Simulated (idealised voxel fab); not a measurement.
Title: Process Module voxel ribs on slabs
This is section cut - it's 245 nm across, gridded in 5 nm square cells.
Notation: cross-section as square-cell grid; stated in bands, top first, going down; one or more cell rows per band. Band entry format. Leading values: height of top, height of bottom, nm. Remainder: materials in left-to-right order, each with its width in nm. Special words: "throughout" on a single material, which then fills the band edge to edge; "blank", empty space. It should be noted that heights are counted from 0, beneath which the wafer as supplied is of one material throughout, and that the lowest band possesses no lower boundary but continues downward, as written in "0 nm and below". The width entry "30 to 40" should be interpreted row by row: the top row of cells in the band takes the first number, the bottom row takes the second number, and the change between adjacent rows is uniform throughout. When a step is marked "remained the same", none of the cells in the cross-section changed during that step. You'll see "Enclosed cavity list" listing empty spaces that have no way open to the top, as long as they're 8 cells or more; the notation is width x height at distance, where the distance is from the left edge, and all of it is in nm. after a step's settings: what the simulator itself notes on the step. The optional step-line setting "overlay nm" applies to steps with a mask and quantifies how far to the right of its planned location the mask lay, a negative value indicating leftward placement.

So here's the lineup of process steps we planned
| 1 | RECEIVE [material Si] |
| 2 | DIRECTIONAL_DEP [material SiO2] [thk nm 20] |
| 3 | DIRECTIONAL_DEP [material polySi] [thk nm 25] |
| 4 | MASKED_ETCH [tone cover] [mask id RIB] [width nm 30] [etch materials polySi] [depth nm 5] [overlay nm 0] |
| 5 | DIRECTIONAL_DEP [material aC] [thk nm 15] |
| 6 | PATTERN [tone cover] [mask id SLAB] [material resist] [width nm 70] [thk nm 30] [overlay nm 0] |
| 7 | DIRECTIONAL_ETCH [etch materials aC] [depth nm 15] |
| 8 | STRIP [etch materials resist] |
| 9 | DIRECTIONAL_ETCH [etch materials polySi] [depth nm 20] |
| 10 | STRIP [etch materials aC] |
| 11 | FILL_DEP [material SiO2] [thk nm 25] |
| 12 | CMP [height nm 65] |
| 13 | DIRECTIONAL_DEP [material W] [thk nm 10] |
| 14 | PATTERN [tone cover] [mask id HEATER] [material resist] [width nm 40] [thk nm 15] [overlay nm 0] |
| 15 | DIRECTIONAL_ETCH [etch materials W] [depth nm 10] |
| 16 | STRIP [etch materials resist] |
| 17 | CONFORMAL_DEP [material SiO2] [thk nm 10] |

Cross-section of the wafer at receipt, which is the condition after step 1
	0 nm and below = Si throughout
	Enclosed cavity list: none

Cross-section, first of two wafers, end of module, run as planned
	85 nm to 75 nm = 90 nm blank; 60 nm SiO2; 95 nm blank
	75 nm to 65 nm = 100 nm SiO2; 40 nm W; 105 nm SiO2
	65 nm to 45 nm = SiO2 throughout
	45 nm to 40 nm = 105 nm SiO2; 30 nm polySi; 110 nm SiO2
	40 nm to 20 nm = 85 nm SiO2; 70 nm polySi; 90 nm SiO2
	20 nm to 0 nm = SiO2 throughout
	0 nm and below = Si throughout
	Enclosed cavity list: none

Here is the second of the two wafers cut open at the end of the module - same start, same plan as the first one, but we made one mistake running it
	85 nm to 75 nm = 90 nm blank; 60 nm SiO2; 95 nm blank
	75 nm to 65 nm = 100 nm SiO2; 40 nm W; 105 nm SiO2
	65 nm to 60 nm = 105 nm SiO2; 30 nm polySi; 110 nm SiO2
	60 nm to 40 nm = 85 nm SiO2; 70 nm polySi; 90 nm SiO2
	40 nm to 0 nm = SiO2 throughout
	0 nm and below = Si throughout
	Enclosed cavity list: none
Plan not followed: it should be noted that step 2 of the plan was executed twice
By the end, you'd get the same cell count for each material on either wafer, but the second wafer puts them somewhere else.
